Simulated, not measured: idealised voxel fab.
Name of the process module below: voxel tone inversion
Shown is cross-section cut, with a width of 290 nm and square cells of size 5 nm.
In this document a cross-section is written as a grid of square cells. It is given as a series of bands, listed from the top down, and a band is one or more rows of cells. What a band's entry tells you: where the top is and where the bottom is, as heights in nm, and after that what lies inside, material by material from left to right, each with its width in nm. Empty space is written as the word "empty", and a single material marked with the word "full width" occupies the band from edge to edge. Heights are measured from 0, the level below which the as-received wafer is all one material; the lowest band has no bottom and continues downward, written as in "from 0 down". So if you see something like "30 to 40" for the width, read it as the top row of the band sitting at the first number and the bottom row at the second, with every row in between moving by the same amount as the last. Given "no modification" for a step, no cell of the cross-section differs between before and after that step. Under "Closed cavity list" you'll find the enclosed gaps, the ones with no way out to the top, that are 8 cells or bigger; each reads width x height at distance, with distance counted from the left edge, everything in nm. It should be noted that, on the line of a given step, the content following the step's settings is a remark produced by the simulator itself with respect to that step. overlay nm: how far to the right of its planned place the mask lay on this masked step (negative: to the left).

### So here's the lineup of process steps we planned
- 1: RECEIVE with material Si
- 2: CONFORMAL_DEP with material SiCN, thk nm 5
- 3: DIRECTIONAL_DEP with material aC, thk nm 15
- 4: PATTERN with tone cover, mask id POSTS, material resist, width nm 15, pitch nm 45, thk nm 20, overlay nm 0
- 5: DIRECTIONAL_ETCH with etch materials aC, depth nm 15
- 6: STRIP with etch materials resist
- 7: FILL_DEP with material SiO2, thk nm 10
- 8: CMP with height nm 20
- 9: STRIP with etch materials aC

### As-received state of the wafer in cross-section, equivalent to post-step 1
    from 0 down | Si full width
    Closed cavity list: none

### Below is the wafer in cross-section after the module was completed. It began from the starting point shown above and followed the plan shown above, except that one mistake was made while running it
    from 10 to 5 | SiO2 115 nm, empty 15 nm, SiO2 30 nm, empty 15 nm, SiO2 115 nm
    from 5 to 0 | SiCN full width
    from 0 down | Si full width
    Closed cavity list: none
Diagnosis: step 8 did not use the planned setting and instead ran as CMP with height nm 10
